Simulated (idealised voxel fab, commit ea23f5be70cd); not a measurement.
Title: Process Module voxel transistor to metal
Pictured: cross-section cut, 205 nm wide, on a grid of 5 nm square cells.
Think of the cross-section as a grid of square cells. We describe it in bands, top to bottom, and each band covers one or more rows of those cells.
Top, bottom (nm), then materials left to right with widths (nm); lone material tagged "full width" fills the whole band edge to edge; "air" = empty space.
Height 0 is the level under which the wafer as received is all one material. The lowest band goes on downwards, as in "0 -> down".
Per-row width for "30 to 40": begins at first number (top row of band), ends at second number (bottom row), increment between rows held constant.
No cell of the cross-section changed in a step that is given as "same as before".
"Entrapped void list" lists enclosed empty spaces (at least 8 cells, no open path upward to the top), each as width x height at distance from the left edge, in nm.
Note: text after step settings on the step line = simulator remark on that step.
Regarding "overlay nm": on a step with a mask, it is the distance the mask lay to the right of its planned place; a negative value places it to the left.

Planned process steps:
step 1: RECEIVE, material Si
step 2: CONFORMAL_DEP, material SiO2, thk nm 5
step 3: CONFORMAL_DEP, material SiN, thk nm 15
step 4: MASKED_ETCH, tone cover, mask id ACTIVE, width nm 115, etch materials SiN, depth nm 15, overlay nm 0
step 5: MASKED_ETCH, tone cover, mask id ACTIVE, width nm 115, etch materials SiO2, depth nm 5, overlay nm 0
step 6: MASKED_ETCH, tone cover, mask id ACTIVE, width nm 115, etch materials Si, depth nm 30, overlay nm 0
step 7: OXIDIZE, depth nm 5
step 8: FILL_DEP, material SiO2, thk nm 15
step 9: CMP, height nm 20
step 10: SELECTIVE_ETCH, etch materials SiO2, depth nm 5
step 11: STRIP, etch materials SiN
step 12: SELECTIVE_ETCH, etch materials SiO2, depth nm 5
step 13: OXIDIZE, depth nm 5
step 14: DIRECTIONAL_DEP, material polySi, thk nm 30
step 15: DIRECTIONAL_DEP, material SiCN, thk nm 10
step 16: MASKED_ETCH, tone cover, mask id GATE, width nm 25, etch materials SiCN, depth nm 20, overlay nm 0
step 17: MASKED_ETCH, tone cover, mask id GATE, width nm 25, etch materials polySi, depth nm 40, overlay nm 0
step 18: CONFORMAL_DEP, material SiN, thk nm 10
step 19: DIRECTIONAL_ETCH, etch materials SiN, depth nm 10
step 20: DIRECTIONAL_ETCH, etch materials SiO2, depth nm 5
step 21: DIRECTIONAL_ETCH, etch materials Si, depth nm 5
step 22: EPI, material SiGe, thk nm 5
step 23: FILL_DEP, material SiO2, thk nm 5
step 24: CMP, height nm 40
step 25: DIRECTIONAL_DEP, material SiO2, thk nm 15
step 26: DIRECTIONAL_DEP, material aC, thk nm 10
step 27: PATTERN, tone open, mask id CONTACT, material resist, width nm 20, pitch nm 85, thk nm 30, overlay nm 0
step 28: DIRECTIONAL_ETCH, etch materials aC, depth nm 10
step 29: STRIP, etch materials resist
step 30: DIRECTIONAL_ETCH, etch materials SiO2, depth nm 60
step 31: STRIP, etch materials aC
step 32: CONFORMAL_DEP, material TiN, thk nm 5
step 33: FILL_DEP, material W, thk nm 5
step 34: CMP, height nm 55
step 35: DIRECTIONAL_DEP, material TiN, thk nm 5
step 36: DIRECTIONAL_DEP, material W, thk nm 25
step 37: MASKED_ETCH, tone cover, mask id METAL_1, width nm 20, pitch nm 85, etch materials W, depth nm 25, overlay nm 0
step 38: MASKED_ETCH, tone cover, mask id METAL_1, width nm 20, pitch nm 85, etch materials TiN, depth nm 5, overlay nm 0
step 39: FILL_DEP, material lowk, thk nm 10
step 40: CMP, height nm 85
step 41: CONFORMAL_DEP, material SiCN, thk nm 5
step 42: DIRECTIONAL_DEP, material SiO2, thk nm 25
step 43: DIRECTIONAL_DEP, material aC, thk nm 15
step 44: PATTERN, tone open, mask id METAL_2, material resist, width nm 20, pitch nm 85, thk nm 30, overlay nm 0
step 45: DIRECTIONAL_ETCH, etch materials aC, depth nm 15
step 46: STRIP, etch materials resist
step 47: DIRECTIONAL_ETCH, etch materials SiO2, depth nm 15
step 48: STRIP, etch materials aC
step 49: DIRECTIONAL_DEP, material aC, thk nm 15
step 50: PATTERN, tone open, mask id METAL_2_HOLES, material resist, width nm 15, pitch nm 85, thk nm 30, overlay nm 0
step 51: DIRECTIONAL_ETCH, etch materials aC, depth nm 15
step 52: STRIP, etch materials resist
step 53: DIRECTIONAL_ETCH, etch materials SiO2, depth nm 10
step 54: DIRECTIONAL_ETCH, etch materials SiCN, depth nm 5
step 55: STRIP, etch materials aC
step 56: CONFORMAL_DEP, material TiN, thk nm 5
step 57: FILL_DEP, material Ru, thk nm 10
step 58: CMP, height nm 115
step 59: CONFORMAL_DEP, material SiCN, thk nm 5

Wafer cross-section on receipt, i.e. after step 1:
    0 -> down = Si full width
    Entrapped void list: none

This is how the wafer looks in cross-section once the module is done, given the starting state and plan above and one mistake in carrying the plan out:
    120 -> 115 = SiCN full width
    115 -> 105 = SiO2: 50 | TiN: 5 | Ru: 10 | TiN: 5 | SiO2: 65 | TiN: 5 | Ru: 10 | TiN: 5 | SiO2: 50
    105 -> 100 = SiO2: 50 | TiN: 5 | Ru: 5 | TiN: 10 | SiO2: 65 | TiN: 5 | Ru: 5 | TiN: 10 | SiO2: 50
    100 -> 90 = SiO2: 50 | TiN: 5 | Ru: 5 | TiN: 5 | SiO2: 70 | TiN: 5 | Ru: 5 | TiN: 5 | SiO2: 55
    90 -> 85 = SiCN: 50 | TiN: 15 | SiCN: 70 | TiN: 15 | SiCN: 55
    85 -> 60 = lowk: 50 | W: 20 | lowk: 65 | W: 20 | lowk: 50
    60 -> 55 = lowk: 50 | TiN: 20 | lowk: 65 | TiN: 20 | lowk: 50
    55 -> 40 = SiO2: 50 | TiN: 5 | W: 10 | TiN: 5 | SiO2: 65 | TiN: 5 | W: 10 | TiN: 5 | SiO2: 50
    40 -> 30 = SiO2: 50 | TiN: 5 | W: 10 | TiN: 5 | SiO2: 10 | SiN: 10 | SiCN: 25 | SiN: 10 | SiO2: 10 | TiN: 5 | W: 10 | TiN: 5 | SiO2: 50
    30 -> 10 = SiO2: 50 | TiN: 5 | W: 10 | TiN: 5 | SiO2: 10 | SiN: 10 | polySi: 25 | SiN: 10 | SiO2: 10 | TiN: 5 | W: 10 | TiN: 5 | SiO2: 50
    10 -> 0 = SiO2: 35 | SiN: 10 | SiO2: 5 | TiN: 5 | W: 10 | TiN: 5 | SiO2: 10 | SiN: 10 | polySi: 25 | SiN: 10 | SiO2: 10 | TiN: 5 | W: 10 | TiN: 5 | SiO2: 5 | SiN: 10 | SiO2: 35
    0 -> -5 = SiO2: 35 | SiN: 15 | TiN: 20 | SiO2: 5 | SiGe: 5 | SiO2: 45 | SiGe: 5 | SiO2: 5 | TiN: 20 | SiN: 15 | SiO2: 35
    -5 -> -10 = SiO2: 55 | SiGe: 25 | Si: 45 | SiGe: 25 | SiO2: 55
    -10 -> -35 = SiO2: 50 | Si: 105 | SiO2: 50
    -35 -> down = Si full width
    Entrapped void list: none
Which mistake was made when the wafer was run? note: step 10 <-> step 11, run order reversed vs plan
